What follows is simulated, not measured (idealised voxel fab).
The following is a process module called voxel ribs on slabs.
Cross-section cut: width 280 nm, square cells of 5 nm.
Throughout this document, each cross-section is represented as a grid of square cells and is presented as a sequence of bands enumerated from the top downward, where a band comprises one or more rows of cells.
For a band, the entry starts with two heights in nm, that of the top and then that of the bottom, and carries on with the band's materials in order from left to right, each alongside its width in nm; the word "everywhere" beside a single material means it fills the band edge to edge, and "blank" means empty space.
Heights are expressed relative to 0, this being the level below which the as-received wafer comprises one material exclusively. The lowest band is unbounded in the downward direction and is denoted as in "0 down".
You'd read "30 to 40" like this: the band's top row of cells is as wide as the first number, its bottom row is as wide as the second, and going down, every row changes width by the same amount as the row before did.
Reading "all unchanged" for a step: not a cell of the cross-section changed in it.
Look at "Enclosed cavities" for the closed voids: empty spaces with no open path to the top, sized 8 cells or up. Each is width x height at distance, distance from the left edge, all nm.
If you see something after the settings on a step's line, that's the simulator's own remark about that step.
"overlay nm", when on a step's line for a step with a mask, measures how far to the right of its planned place the mask lay; a negative measure means to the left.

PLAN
| 1 | RECEIVE with material Si |
| 2 | DIRECTIONAL_DEP with material SiO2, thk nm 25 |
| 3 | DIRECTIONAL_DEP with material polySi, thk nm 25 |
| 4 | MASKED_ETCH with tone cover, mask id RIB, width nm 25, etch materials polySi, depth nm 10, overlay nm 0 |
| 5 | DIRECTIONAL_DEP with material aC, thk nm 15 |
| 6 | PATTERN with tone cover, mask id SLAB, material resist, width nm 55, thk nm 35, overlay nm 0 |
| 7 | DIRECTIONAL_ETCH with etch materials aC, depth nm 15 |
| 8 | STRIP with etch materials resist |
| 9 | DIRECTIONAL_ETCH with etch materials polySi, depth nm 15 |
| 10 | STRIP with etch materials aC |
| 11 | FILL_DEP with material SiO2, thk nm 15 |
| 12 | CMP with height nm 60 |
| 13 | DIRECTIONAL_DEP with material TiN, thk nm 10 |
| 14 | MASKED_ETCH with tone cover, mask id HEATER, width nm 35, etch materials TiN, depth nm 10, overlay nm 0 |
| 15 | CONFORMAL_DEP with material SiN, thk nm 5 |

RECEIVED-STATE CROSS-SECTION, REFLECTING COMPLETION OF STEP 1
  0 down | Si everywhere
  Enclosed cavities: none

CROSS-SECTION TAKEN AT MODULE COMPLETION ON THE FIRST OF TWO WAFERS; PROCESSED PER THE PLAN
  75 to 70 | blank: 115  SiN: 45  blank: 120
  70 to 65 | blank: 115  SiN: 5  TiN: 35  SiN: 5  blank: 120
  65 to 60 | SiN: 120  TiN: 35  SiN: 125
  60 to 50 | SiO2 everywhere
  50 to 40 | SiO2: 125  polySi: 25  SiO2: 130
  40 to 25 | SiO2: 110  polySi: 55  SiO2: 115
  25 to 0 | SiO2 everywhere
  0 down | Si everywhere
  Enclosed cavities: none

CROSS-SECTION, SECOND WAFER: SAME START AS THE FIRST, SAME PLAN AS THE FIRST, ONE MISTAKE IN RUNNING IT; TAKEN AT THE END OF THE MODULE
  75 to 70 | SiN: 125  blank: 25  SiN: 130
  70 to 65 | TiN: 120  SiN: 5  blank: 25  SiN: 5  TiN: 125
  65 to 60 | TiN: 120  SiN: 35  TiN: 125
  60 to 50 | SiO2 everywhere
  50 to 40 | SiO2: 125  polySi: 25  SiO2: 130
  40 to 25 | SiO2: 110  polySi: 55  SiO2: 115
  25 to 0 | SiO2 everywhere
  0 down | Si everywhere
  Enclosed cavities: none
Nonconformance to the process plan: step 14 changed vs plan, executed as MASKED_ETCH with tone open, mask id HEATER, width nm 35, etch materials TiN, depth nm 10, overlay nm 0
In the final state, the cell counts of the second wafer exceed or fall short of those of the first for the following materials: +84 TiN
